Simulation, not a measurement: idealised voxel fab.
voxel capacitor over wiring: a process module
Cross-section cut spans 275 nm and uses square cells 5 nm in size.
A cross-section is written here as square cells arranged in a grid, and it is given in bands from the top down, each band taking up one or more rows of cells. First you get the band's top height and its bottom height, in nm, and then the materials it's made of, left to right, with each width in nm. If you see a single material with "full width", that one covers the band edge to edge. "empty" is empty space. Height 0 is the level under which the wafer as received is all one material. The lowest band goes on downwards, as in "0 and below". Width "30 to 40": first value at the band's top row of cells, second value at its bottom row, equal change from row to row. "nothing got changed" means the step left every cell of the cross-section as it was. You'll see "closed voids" listing empty spaces that have no way open to the top, as long as they're 8 cells or more; the notation is width x height at distance, where the distance is from the left edge, and all of it is in nm. after a step's settings: what the simulator itself notes on the step. "overlay nm", when on a step's line for a step with a mask, measures how far to the right of its planned place the mask lay; a negative measure means to the left.
### Process steps - plan
step 1: RECEIVE (material Si)
step 2: CONFORMAL_DEP (material SiO2; thk nm 15)
step 3: DIRECTIONAL_DEP (material TiN; thk nm 5)
step 4: DIRECTIONAL_DEP (material Ru; thk nm 25)
step 5: PATTERN (tone cover; mask id METAL_1; material resist; width nm 30; pitch nm 100; thk nm 20; overlay nm 0)
step 6: DIRECTIONAL_ETCH (etch materials Ru; depth nm 25)
step 7: DIRECTIONAL_ETCH (etch materials TiN; depth nm 5)
step 8: STRIP (etch materials resist)
step 9: FILL_DEP (material lowk; thk nm 10)
step 10: CMP (height nm 45)
step 11: CONFORMAL_DEP (material SiCN; thk nm 5)
step 12: DIRECTIONAL_DEP (material SiO2; thk nm 20)
step 13: MASKED_ETCH (tone open; mask id PLUG_1; width nm 15; etch materials SiO2; depth nm 20; overlay nm 0)
step 14: MASKED_ETCH (tone open; mask id PLUG_1; width nm 15; etch materials SiCN; depth nm 5; overlay nm 0)
step 15: CONFORMAL_DEP (material TiN; thk nm 5)
step 16: FILL_DEP (material W; thk nm 10)
step 17: CMP (height nm 70)
step 18: DIRECTIONAL_DEP (material TiN; thk nm 5)
step 19: DIRECTIONAL_DEP (material SiN; thk nm 5)
step 20: DIRECTIONAL_DEP (material TiN; thk nm 5)
step 21: PATTERN (tone cover; mask id UPPER_PLATE; material resist; width nm 75; thk nm 15; overlay nm 0)
step 22: DIRECTIONAL_ETCH (etch materials TiN; depth nm 5)
step 23: DIRECTIONAL_ETCH (etch materials SiN; depth nm 5)
step 24: STRIP (etch materials resist)
step 25: MASKED_ETCH (tone cover; mask id LOWER_PLATE; width nm 85; etch materials TiN; depth nm 5; overlay nm 0)
step 26: FILL_DEP (material SiO2; thk nm 20)
step 27: CMP (height nm 100)
step 28: DIRECTIONAL_DEP (material aC; thk nm 15)
step 29: PATTERN (tone open; mask id PLUG_2; material resist; width nm 15; thk nm 35; overlay nm 0)
step 30: DIRECTIONAL_ETCH (etch materials aC; depth nm 15)
step 31: STRIP (etch materials resist)
step 32: DIRECTIONAL_ETCH (etch materials SiO2; depth nm 15)
step 33: STRIP (etch materials aC)
step 34: CONFORMAL_DEP (material TiN; thk nm 5)
step 35: FILL_DEP (material W; thk nm 10)
step 36: CMP (height nm 100)
step 37: CONFORMAL_DEP (material SiN; thk nm 5)
### Incoming wafer in cross-section (state: after step 1)
0 and below | Si full width
closed voids: none
### Look at the cross-section after the module: the wafer started out the way shown above and the plan was the one shown above, yet one mistake was made along the way
105 down to 100 | SiN full width
100 down to 90 | 95 SiO2 / 5 TiN / 5 W / 5 TiN / 165 SiO2
90 down to 80 | 95 to 85 SiO2 / 15 to 75 TiN / 165 to 115 SiO2
80 down to 75 | 85 SiO2 / 75 SiN / 115 SiO2
75 down to 70 | aC full width
70 down to 50 | 85 SiO2 / 5 TiN / 5 W / 5 TiN / 175 SiO2
50 down to 45 | 85 SiCN / 15 TiN / 175 SiCN
45 down to 20 | 70 lowk / 30 Ru / 70 lowk / 30 Ru / 75 lowk
20 down to 15 | 70 lowk / 30 TiN / 70 lowk / 30 TiN / 75 lowk
15 down to 0 | SiO2 full width
0 and below | Si full width
closed voids: none
It is concluded that the wafer was processed incorrectly with respect to the plan, in that off-plan run, step 18, actual operation and settings DIRECTIONAL_DEP (material aC; thk nm 5)
